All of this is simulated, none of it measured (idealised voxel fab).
The name of this process module is voxel lift off.
The cross-section on display is named cut; it measures 195 nm wide, and its cells are 5 nm squares.
Cross-section layout: square cells on a grid; listed as bands, top to bottom; a band spans one or more cell rows. It is stipulated that each band's entry specify, in nanometres, the height of the top of the band and then that of its bottom, followed by the materials of the band in left-to-right sequence, each together with its width in nanometres. A single material marked by the word "all across" is understood to fill the band from edge to edge; the word "empty" is understood to denote empty space. We count height from 0. Below that, the starting wafer is all one material. The lowest band never ends at the bottom but goes on down; see "top 0, no bottom" for how that is written. Think of "30..40" as a width that walks from the first number to the second as you go down the band, top row to bottom row, taking equal-sized steps from row to row. "nothing different" -> step changed no cross-section cell. For the entry "Closed voids list", the listed items are empty spaces with no open way to the top whose size is 8 cells or more; each item follows the pattern width x height at distance, where distance is from the left edge and all three are in nm. Heads up: the bit after the settings on a step's line is the simulator's remark on that step. "overlay nm", when on a step's line for a step with a mask, measures how far to the right of its planned place the mask lay; a negative measure means to the left.
**Steps planned for the process**
1: RECEIVE | material Si
2: CONFORMAL_DEP | material SiO2 | thk nm 5
3: PATTERN | tone open | mask id LINES | material resist | width nm 30 | pitch nm 55 | thk nm 15 | overlay nm 0
4: DIRECTIONAL_DEP | material Ru | thk nm 5
5: STRIP | etch materials resist
6: CONFORMAL_DEP | material SiO2 | thk nm 10
**The cross-section here shows the wafer as received, i.e. in its state after step 1**
top 0, no bottom | Si all across
Closed voids list: none
**Run as planned - first of the two wafers cross-sectioned at the end of the module**
top 20, bottom 15 | 45 empty / 50 SiO2 / 5 empty / 50 SiO2 / 45 empty
top 15, bottom 10 | SiO2 all across
top 10, bottom 5 | 55 SiO2 / 30 Ru / 25 SiO2 / 30 Ru / 55 SiO2
top 5, bottom 0 | SiO2 all across
top 0, no bottom | Si all across
Closed voids list: none
**Now the second wafer, cross-sectioned at the end of the module. Nothing different at the start, nothing different in the plan compared with the first, just one mistake when it was actually run**
top 25, bottom 20 | 40 empty / 115 SiO2 / 40 empty
top 20, bottom 10 | SiO2 all across
top 10, bottom 5 | 55 SiO2 / 30 Ru / 25 SiO2 / 30 Ru / 55 SiO2
top 5, bottom 0 | SiO2 all across
top 0, no bottom | Si all across
Closed voids list: none
Processing error: note that step 6 departed from the planned setting and was carried out as CONFORMAL_DEP | material SiO2 | thk nm 15
Wrapping up, a cell-based count of both wafers puts the second over or under the first for these materials: 42 more of SiO2
